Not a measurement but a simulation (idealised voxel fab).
Name of the process module below: voxel gate over fins
Shown is cross-section cut, with a width of 190 nm and square cells of size 5 nm.
Square cells in a grid make up a cross-section in this document, and the grid is given as bands, listed from the top down, each one or more rows of cells. It is stipulated that each band's entry specify, in nanometres, the height of the top of the band and then that of its bottom, followed by the materials of the band in left-to-right sequence, each together with its width in nanometres. A single material marked by the word "full width" is understood to fill the band from edge to edge; the word "empty" is understood to denote empty space. For the purposes of this specification, 0 denotes the height below which the wafer in its as-received condition is composed wholly of one material, and the lowermost band, lacking a lower limit, extends downward without end, as expressed in "0 down". A width such as "30 to 40" changes by the same amount from each row of cells to the next, from the band's top row to its bottom row. Reading "nothing got changed" for a step: not a cell of the cross-section changed in it. Basically, "Entrapped voids" tells you about the enclosed voids: empty spaces with no open way to the top, 8 cells or bigger, each written width x height at distance, where distance is from the left edge, all in nm. Text after the settings on a step's line: the simulator's own remark on that step. overlay nm: right-of-plan distance of the mask on a masked step; negative values mean left-of-plan.
## Process steps foreseen in the plan
| 1 | RECEIVE with material Si |
| 2 | CONFORMAL_DEP with material SiN, thk nm 10 |
| 3 | MASKED_ETCH with tone cover, mask id FINS, width nm 15, pitch nm 50, etch materials SiN, depth nm 10, overlay nm 0 |
| 4 | MASKED_ETCH with tone cover, mask id FINS, width nm 15, pitch nm 50, etch materials Si, depth nm 35, overlay nm 0 |
| 5 | OXIDIZE with depth nm 5 |
| 6 | FILL_DEP with material SiO2, thk nm 15 |
| 7 | CMP with height nm 10 |
| 8 | PATTERN with tone open, mask id RAIL, material resist, width nm 15, thk nm 15, overlay nm 0 |
| 9 | DIRECTIONAL_ETCH with etch materials SiO2, depth nm 40 |
| 10 | STRIP with etch materials resist |
| 11 | CONFORMAL_DEP with material TiN, thk nm 5 |
| 12 | FILL_DEP with material Ru, thk nm 10 |
| 13 | CMP with height nm 10 |
| 14 | SELECTIVE_ETCH with etch materials W Ru TiN, depth nm 30 |
| 15 | FILL_DEP with material SiO2, thk nm 5 |
| 16 | CMP with height nm 10 |
| 17 | SELECTIVE_ETCH with etch materials SiO2, depth nm 25 |
| 18 | STRIP with etch materials SiN |
| 19 | CONFORMAL_DEP with material HfO2, thk nm 5 |
| 20 | CONFORMAL_DEP with material TiN, thk nm 5 |
| 21 | CONFORMAL_DEP with material TiAl, thk nm 5 |
| 22 | CONFORMAL_DEP with material TiN, thk nm 5 |
| 23 | FILL_DEP with material W, thk nm 10 |
| 24 | CMP with height nm 25 |
| 25 | CONFORMAL_DEP with material SiN, thk nm 5 |
Quick note for whoever runs this: the wafers start identical, but the width nm at step 4 isn't the same across them. The plan just shows what the first wafer had.
## Cross-section: the first of several wafers in its as-received state, i.e. following step 1
> 0 down = Si full width
> Entrapped voids: none
## Quick look at the cross-section of the first of several wafers after step 25, which wraps up the module
> 30 to 25 = SiN full width
> 25 to 20 = W full width
> 20 to 15 = W (45)  TiN (45)  W (5)  TiN (45)  W (50)
> 15 to 10 = W (45)  TiN (5)  TiAl (35)  TiN (5)  W (5)  TiN (5)  TiAl (35)  TiN (5)  W (50)
> 10 to 5 = W (45)  TiN (5)  TiAl (5)  TiN (25)  TiAl (5)  TiN (5)  W (5)  TiN (5)  TiAl (5)  TiN (25)  TiAl (5)  TiN (5)  W (50)
> 5 to 0 = TiN (50)  TiAl (5)  TiN (5)  HfO2 (15)  TiN (5)  TiAl (5)  TiN (15)  TiAl (5)  TiN (5)  HfO2 (15)  TiN (5)  TiAl (5)  TiN (55)
> 0 to -5 = TiAl (55)  TiN (5)  HfO2 (5)  Si (5)  HfO2 (5)  TiN (5)  TiAl (25)  TiN (5)  HfO2 (5)  Si (5)  HfO2 (5)  TiN (5)  TiAl (60)
> -5 to -10 = TiN (60)  HfO2 (5)  Si (5)  HfO2 (5)  TiN (35)  HfO2 (5)  Si (5)  HfO2 (5)  TiN (65)
> -10 to -15 = HfO2 (65)  Si (5)  HfO2 (45)  Si (5)  HfO2 (70)
> -15 to -20 = SiO2 (65)  Si (5)  SiO2 (45)  Si (5)  SiO2 (70)
> -20 to -25 = SiO2 (65)  Si (5)  SiO2 (15)  TiN (5)  Ru (5)  TiN (5)  SiO2 (15)  Si (5)  SiO2 (70)
> -25 to -30 = SiO2 (65)  Si (5)  SiO2 (15)  TiN (15)  SiO2 (15)  Si (5)  SiO2 (70)
> -30 to -40 = SiO2 (65)  Si (5)  SiO2 (45)  Si (5)  SiO2 (70)
> -40 down = Si full width
> Entrapped voids: none
## The last wafer as seen in cross-section at the end of the module
> 30 to 25 = SiN full width
> 25 to 20 = W full width
> 20 to 15 = W (45)  TiN (45)  W (5)  TiN (45)  W (50)
> 15 to 10 = W (40)  TiN (10)  TiAl (35)  TiN (15)  TiAl (35)  TiN (15)  W (40)
> 10 to 5 = W (40)  TiN (5)  TiAl (10)  TiN (25)  TiAl (25)  TiN (25)  TiAl (15)  TiN (5)  W (40)
> 5 to 0 = TiN (45)  TiAl (5)  TiN (10)  HfO2 (15)  TiN (15)  TiAl (10)  TiN (10)  HfO2 (15)  TiN (15)  TiAl (5)  TiN (45)
> 0 to -5 = TiAl (50)  TiN (5)  HfO2 (10)  Si (5)  HfO2 (15)  TiN (5)  TiAl (10)  TiN (5)  HfO2 (10)  Si (5)  HfO2 (15)  TiN (5)  TiAl (50)
> -5 to -10 = TiN (55)  HfO2 (5)  Si (20)  HfO2 (5)  TiN (20)  HfO2 (5)  Si (20)  HfO2 (5)  TiN (55)
> -10 to -15 = HfO2 (60)  Si (20)  HfO2 (30)  Si (20)  HfO2 (60)
> -15 to -20 = SiO2 (60)  Si (20)  SiO2 (30)  Si (20)  SiO2 (60)
> -20 to -25 = SiO2 (60)  Si (20)  SiO2 (5)  TiN (5)  Ru (5)  TiN (5)  SiO2 (10)  Si (20)  SiO2 (60)
> -25 to -30 = SiO2 (60)  Si (20)  SiO2 (5)  TiN (15)  SiO2 (10)  Si (20)  SiO2 (60)
> -30 to -40 = SiO2 (60)  Si (20)  SiO2 (30)  Si (20)  SiO2 (60)
> -40 down = Si full width
> Entrapped voids: none
## Take any row and you have a wafer at the end of the module: how many cells of each material it has gained (+) or lost (-) since it was received, and then its closed voids
width nm 15, +50 HfO2, +1 Ru, -288 Si, +38 SiN, +174 SiO2, +50 TiAl, +105 TiN, +98 W, Entrapped voids: none
width nm 20, +50 HfO2, +1 Ru, -274 Si, +38 SiN, +164 SiO2, +50 TiAl, +105 TiN, +94 W, Entrapped voids: none
width nm 25, +50 HfO2, +1 Ru, -260 Si, +38 SiN, +154 SiO2, +50 TiAl, +103 TiN, +92 W, Entrapped voids: none
width nm 30, +50 HfO2, +1 Ru, -246 Si, +38 SiN, +144 SiO2, +50 TiAl, +101 TiN, +90 W, Entrapped voids: none
